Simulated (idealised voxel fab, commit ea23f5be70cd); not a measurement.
Process module name: voxel fin reveal
It is cross-section cut that appears here, measuring 215 nm in width, its square cells being 5 nm in size.
When this document writes out a cross-section, it uses a grid of square cells and lists it as bands, beginning at the top and moving down, with a band standing for one or more rows of cells.
In this notation a band is specified by the heights of its top and bottom, in that order and in nm, after which its materials appear from left to right, each paired with its width in nm. The word "all across" attached to a single material means that material fills the band from edge to edge; the word "air" stands for empty space.
Height is counted from the level 0, under which the received wafer is composed throughout of one material. The lowest of the bands is not closed at the bottom but continues downward, in the notation "z 0 and below".
It should be noted that a width expressed as "30->40" varies in equal increments from row to row of cells within the band, taking the value of the first number at the top row and that of the second number at the bottom row.
"nothing got changed" -> step changed no cross-section cell.
You'll see "Sealed void listing" listing empty spaces that have no way open to the top, as long as they're 8 cells or more; the notation is width x height at distance, where the distance is from the left edge, and all of it is in nm.
Step line, after settings: the simulator's comment on this step.
Steps that use a mask can have "overlay nm" on their line. It says how far the mask sat to the right of where it was meant to be. Negative means to the left.
# The process steps that were planned are listed below
step 1: RECEIVE: material Si
step 2: CONFORMAL_DEP: material SiN, thk nm 5
step 3: PATTERN: tone cover, mask id FINS, material resist, width nm 15, pitch nm 45, thk nm 15, overlay nm 0
step 4: DIRECTIONAL_ETCH: etch materials SiN, depth nm 5
step 5: DIRECTIONAL_ETCH: etch materials Si, depth nm 30
step 6: STRIP: etch materials resist
step 7: FILL_DEP: material SiO2, thk nm 10
step 8: CMP: height nm 5
step 9: SELECTIVE_ETCH: etch materials SiO2, depth nm 20
step 10: STRIP: etch materials SiN
# The following pertains to the first of two wafers, which was processed as planned
# Here's what the wafer looked like in cross-section when it arrived - that's after step 1
z 0 and below | Si all across
Sealed void listing: none
# after step 2
z 5 to 0 | SiN all across
Lower than 0, everything is as it was.
# after step 3
z 20 to 5 | air (75)  resist (15)  air (30)  resist (15)  air (80)
Lower than 5, everything is as it was.
# after step 4
z 20 to 5 | air (75)  resist (15)  air (30)  resist (15)  air (80)
z 5 to 0 | air (75)  SiN (15)  air (30)  SiN (15)  air (80)
Lower than 0, everything is as it was.
# after step 5
z 20 to 5 | air (75)  resist (15)  air (30)  resist (15)  air (80)
z 5 to 0 | air (75)  SiN (15)  air (30)  SiN (15)  air (80)
z 0 to -30 | air (75)  Si (15)  air (30)  Si (15)  air (80)
Lower than -30, everything is as it was.
# after step 6
z 5 to 0 | air (75)  SiN (15)  air (30)  SiN (15)  air (80)
Lower than 0, everything is as it was.
# after step 7
z 15 to 5 | SiO2 all across
z 5 to 0 | SiO2 (75)  SiN (15)  SiO2 (30)  SiN (15)  SiO2 (80)
z 0 to -30 | SiO2 (75)  Si (15)  SiO2 (30)  Si (15)  SiO2 (80)
Lower than -30, everything is as it was.
# after step 8
z 5 to 0 | SiO2 (75)  SiN (15)  SiO2 (30)  SiN (15)  SiO2 (80)
Lower than 0, everything is as it was.
# after step 9
z 5 to 0 | air (75)  SiN (15)  air (30)  SiN (15)  air (80)
z 0 to -15 | air (75)  Si (15)  air (30)  Si (15)  air (80)
Lower than -15, everything is as it was.
# after step 10
z 0 to -15 | air (75)  Si (15)  air (30)  Si (15)  air (80)
Lower than -15, everything is as it was.
# Second Wafer (Identical Start and Plan, One Processing Error; Matches First Wafer Through Step 8)
# Second wafer, cross-section, planned end of step 9
z 5 to 0 | SiO2 (75)  air (15)  SiO2 (30)  air (15)  SiO2 (80)
Lower than 0, everything is as it was.
# Second wafer, cross-section, planned end of step 10
z 0 to -15 | air (75)  Si (15)  air (30)  Si (15)  air (80)
z -15 to -20 | SiO2 (55)  air (20)  Si (15)  air (30)  Si (15)  air (20)  SiO2 (60)
Lower than -20, everything is as it was.
In executing the process, a mistake was made relative to the plan: so 9 and 10 got swapped relative to the plan, each ran where the other was supposed to
Looking at both finished wafers in cells, the second ends up ahead of or behind the first on some materials: 14 fewer of SiO2
